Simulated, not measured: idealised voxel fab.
Process module name: voxel released beams
Xsec cut, 220 nm wide, square cell size 5 nm.
Cross-section spec: square-cell grid; bands listed top down; each band is one or more rows. Basically the band line says how high the top is and how high the bottom is, in nm, and then what's in it from left to right, every material with its width in nm. Empty space shows up as "air", and if a single material carries "all across" it runs the full band edge to edge. Ref level 0: as-received wafer is one material below here. Bottom band extends down with no lower bound ("0 -> down"). A width such as "30->40" changes by the same amount from each row of cells to the next, from the band's top row to its bottom row. "all unchanged", as given for a step, is the statement that not any cell of the cross-section underwent a change during that step. "Closed voids list" enumerates empty spaces isolated from the top, with no open way to it, that contain at least 8 cells, giving each as width x height at distance from the left edge, all three in nm. On a step's line, text after the settings is the simulator commenting on that step. "overlay nm" denotes, for a step that has a mask, the displacement of the mask to the right of its planned place, with negative values corresponding to the left.

## Below is the list of planned process steps
step 1: op RECEIVE | material Si
step 2: op CONFORMAL_DEP | material SiN | thk nm 5
step 3: op DIRECTIONAL_DEP | material SiO2 | thk nm 10
step 4: op MASKED_ETCH | tone open | mask id ANCHOR | width nm 35 | etch materials SiO2 | depth nm 10 | overlay nm 0
step 5: op CONFORMAL_DEP | material TiN | thk nm 15
step 6: op DIRECTIONAL_DEP | material aC | thk nm 10
step 7: op PATTERN | tone cover | mask id BEAM | material resist | width nm 90 | thk nm 30 | overlay nm 0
step 8: op DIRECTIONAL_ETCH | etch materials aC | depth nm 10
step 9: op STRIP | etch materials resist
step 10: op DIRECTIONAL_ETCH | etch materials TiN | depth nm 15
step 11: op STRIP | etch materials aC
step 12: op STRIP | etch materials SiO2

## as received, after step 1
- 0 -> down: Si all across
- Closed voids list: none

## First of two wafers, end-of-module section, run followed plan
- 30 -> 20: air: 60 | TiN: 20 | air: 5 | TiN: 65 | air: 70
- 20 -> 15: air: 60 | TiN: 90 | air: 70
- 15 -> 5: air: 65 | TiN: 35 | air: 120
- 5 -> 0: SiN all across
- 0 -> down: Si all across
- Closed voids list: none

## Cross-sectional image of the second wafer of the two following completion of the module. Starting state and process plan were the same as for the first wafer; one execution error occurred
- 30 -> 15: air: 60 | TiN: 90 | air: 70
- 15 -> 10: SiN all across
- 10 -> 0: SiO2 all across
- 0 -> down: Si all across
- Closed voids list: none
Want to know what went wrong? so 2 and 3 got swapped relative to the plan, each ran where the other was supposed to
Materials where the second wafer ends with more or fewer cells than the first: +88 SiO2, -12 TiN
